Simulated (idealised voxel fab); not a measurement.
The process module presented herein is designated voxel fin reveal.
Displayed cross-section: cut, width of 295 nm, square cells sized 5 nm.
Bands, listed from the top down, are how a cross-section gets written in this document; the cross-section itself is a grid of square cells, and a band is one or more rows of them.
Quick guide to a band line: top height, bottom height (nm) up front; then every material left to right with its width in nm. Only one material and it's marked "full width"? Then it fills the band edge to edge. And "air" just means empty space.
Beneath 0, the wafer as received is one material, and that level is where height counting begins. The lowest band goes on downward without a bottom; it is written like "0 down".
It should be noted that a width expressed as "30->40" varies in equal increments from row to row of cells within the band, taking the value of the first number at the top row and that of the second number at the bottom row.
"no change occurred", as given for a step, is the statement that not any cell of the cross-section underwent a change during that step.
Each empty space that has no open way to the top and spans at least 8 cells appears under "Closed void catalog" as width x height at distance, the distance counted from the left edge, all in nm.
after a step's settings: what the simulator itself notes on the step
Regarding "overlay nm": on a step with a mask, it is the distance the mask lay to the right of its planned place; a negative value places it to the left.
# Here's what the planned process steps look like
1) RECEIVE [material Si]
2) CONFORMAL_DEP [material SiN] [thk nm 5]
3) PATTERN [tone cover] [mask id FINS] [material resist] [width nm 15] [pitch nm 35] [thk nm 15] [overlay nm 0]
4) DIRECTIONAL_ETCH [etch materials SiN] [depth nm 5]
5) DIRECTIONAL_ETCH [etch materials Si] [depth nm 35]
6) STRIP [etch materials resist]
7) FILL_DEP [material SiO2] [thk nm 15]
8) CMP [height nm 5]
9) SELECTIVE_ETCH [etch materials SiO2] [depth nm 25]
10) STRIP [etch materials SiN]
11) CONFORMAL_DEP [material HfO2] [thk nm 5]
# Of two wafers, the first: run according to plan
# Cross-section of the incoming wafer, state after step 1
* 0 down  Si full width
* Closed void catalog: none
# Cross-sectional representation of the wafer at the conclusion of step 2
* 5 to 0  SiN full width
* No changes below 0.
# Cross-sectional representation of the wafer at the conclusion of step 3
* 20 to 5  85 of air; 15 of resist; 20 of air; 15 of resist; 20 of air; 15 of resist; 20 of air; 15 of resist; 90 of air
* No changes below 5.
# Cross-sectional representation of the wafer at the conclusion of step 4
* 20 to 5  85 of air; 15 of resist; 20 of air; 15 of resist; 20 of air; 15 of resist; 20 of air; 15 of resist; 90 of air
* 5 to 0  85 of air; 15 of SiN; 20 of air; 15 of SiN; 20 of air; 15 of SiN; 20 of air; 15 of SiN; 90 of air
* No changes below 0.
# Cross-sectional representation of the wafer at the conclusion of step 5
* 20 to 5  85 of air; 15 of resist; 20 of air; 15 of resist; 20 of air; 15 of resist; 20 of air; 15 of resist; 90 of air
* 5 to 0  85 of air; 15 of SiN; 20 of air; 15 of SiN; 20 of air; 15 of SiN; 20 of air; 15 of SiN; 90 of air
* 0 to -35  85 of air; 15 of Si; 20 of air; 15 of Si; 20 of air; 15 of Si; 20 of air; 15 of Si; 90 of air
* No changes below -35.
# Cross-sectional representation of the wafer at the conclusion of step 6
* 5 to 0  85 of air; 15 of SiN; 20 of air; 15 of SiN; 20 of air; 15 of SiN; 20 of air; 15 of SiN; 90 of air
* No changes below 0.
# Cross-sectional representation of the wafer at the conclusion of step 7
* 20 to 5  SiO2 full width
* 5 to 0  85 of SiO2; 15 of SiN; 20 of SiO2; 15 of SiN; 20 of SiO2; 15 of SiN; 20 of SiO2; 15 of SiN; 90 of SiO2
* 0 to -35  85 of SiO2; 15 of Si; 20 of SiO2; 15 of Si; 20 of SiO2; 15 of Si; 20 of SiO2; 15 of Si; 90 of SiO2
* No changes below -35.
# Cross-sectional representation of the wafer at the conclusion of step 8
* 5 to 0  85 of SiO2; 15 of SiN; 20 of SiO2; 15 of SiN; 20 of SiO2; 15 of SiN; 20 of SiO2; 15 of SiN; 90 of SiO2
* No changes below 0.
# Cross-sectional representation of the wafer at the conclusion of step 9
* 5 to 0  85 of air; 15 of SiN; 20 of air; 15 of SiN; 20 of air; 15 of SiN; 20 of air; 15 of SiN; 90 of air
* 0 to -20  85 of air; 15 of Si; 20 of air; 15 of Si; 20 of air; 15 of Si; 20 of air; 15 of Si; 90 of air
* No changes below -20.
# Cross-sectional representation of the wafer at the conclusion of step 10
* 0 to -20  85 of air; 15 of Si; 20 of air; 15 of Si; 20 of air; 15 of Si; 20 of air; 15 of Si; 90 of air
* No changes below -20.
# Cross-sectional representation of the wafer at the conclusion of step 11
* 5 to 0  80 of air; 25 of HfO2; 10 of air; 25 of HfO2; 10 of air; 25 of HfO2; 10 of air; 25 of HfO2; 85 of air
* 0 to -15  80 of air; 5 of HfO2; 15 of Si; 5 of HfO2; 10 of air; 5 of HfO2; 15 of Si; 5 of HfO2; 10 of air; 5 of HfO2; 15 of Si; 5 of HfO2; 10 of air; 5 of HfO2; 15 of Si; 5 of HfO2; 85 of air
* -15 to -20  85 of HfO2; 15 of Si; 20 of HfO2; 15 of Si; 20 of HfO2; 15 of Si; 20 of HfO2; 15 of Si; 90 of HfO2
* No changes below -20.
# The second wafer began exactly as the first did and followed the same plan, but one mistake was made while running it; through step 10 inclusive, the two wafers are identical
At the planned end of step 11, the second wafer in cross-section: no change occurred
Deviation from plan: it should be noted that step 11 of the plan was omitted and was not performed
Wrapping up, a cell-based count of both wafers puts the second over or under the first for these materials: 91 fewer of HfO2
